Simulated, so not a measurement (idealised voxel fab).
process module | voxel ribs on slabs
cross-section cut | 230 nm wide | cells 5 nm
A cross-section is a grid of square cells, given in bands from the top down. A band is one or more rows of cells.
Each band's line starts with the height of the band's top and of its bottom, in nm. Then come its materials from left to right, each with its width in nm. One material with "throughout" fills the band from edge to edge. "air" is empty space.
Height 0 is the level under which the wafer as received is all one material. The lowest band goes on downwards, as in "0 down".
A width such as "30 to 40" changes by the same amount from each row of cells to the next, from the band's top row to its bottom row.
"no change" after a step means that no cell of the cross-section changed.
closed voids: empty space of 8 cells or more with no open way to the top, each as width x height at its distance from the left edge, in nm
after a step's settings: what the simulator itself notes on the step
overlay nm, on a step with a mask: how far to the right of its planned place the mask lay; to the left if negative
plan
1 op RECEIVE | material Si
2 op DIRECTIONAL_DEP | material SiO2 | thk nm 25
3 op DIRECTIONAL_DEP | material SiN | thk nm 20
4 op MASKED_ETCH | tone cover | mask id RIB | width nm 20 | etch materials SiN | depth nm 10 | overlay nm 0
5 op PATTERN | tone cover | mask id SLAB | material resist | width nm 80 | thk nm 15 | overlay nm 0
6 op DIRECTIONAL_ETCH | etch materials SiN | depth nm 10
7 op STRIP | etch materials resist
8 op FILL_DEP | material SiO2 | thk nm 30
9 op CMP | height nm 65
10 op DIRECTIONAL_DEP | material TiN | thk nm 5
11 op PATTERN | tone cover | mask id HEATER | material resist | width nm 30 | thk nm 20 | overlay nm 0
12 op DIRECTIONAL_ETCH | etch materials TiN | depth nm 5
13 op STRIP | etch materials resist
14 op CONFORMAL_DEP | material SiO2 | thk nm 10
as received, after step 1
  0 down: Si throughout
  closed voids: none
first wafer at the end, as planned
  80 to 75: air 90 | SiO2 50 | air 90
  75 to 70: SiO2 throughout
  70 to 65: SiO2 100 | TiN 30 | SiO2 100
  65 to 45: SiO2 throughout
  45 to 35: SiO2 105 | SiN 20 | SiO2 105
  35 to 25: SiO2 75 | SiN 80 | SiO2 75
  25 to 0: SiO2 throughout
  0 down: Si throughout
  closed voids: none
second wafer at the end: like start, like plan, one mistake
  80 to 70: SiO2 throughout
  70 to 65: SiN throughout
  65 to 45: SiO2 throughout
  45 to 35: SiO2 105 | SiN 20 | SiO2 105
  35 to 25: SiO2 75 | SiN 80 | SiO2 75
  25 to 0: SiO2 throughout
  0 down: Si throughout
  closed voids: none
what went wrong: step 10 ran as: op DIRECTIONAL_DEP | material SiN | thk nm 5
at the end the second wafer has, in cells: 46 more of SiN | 4 fewer of SiO2 | 6 fewer of TiN
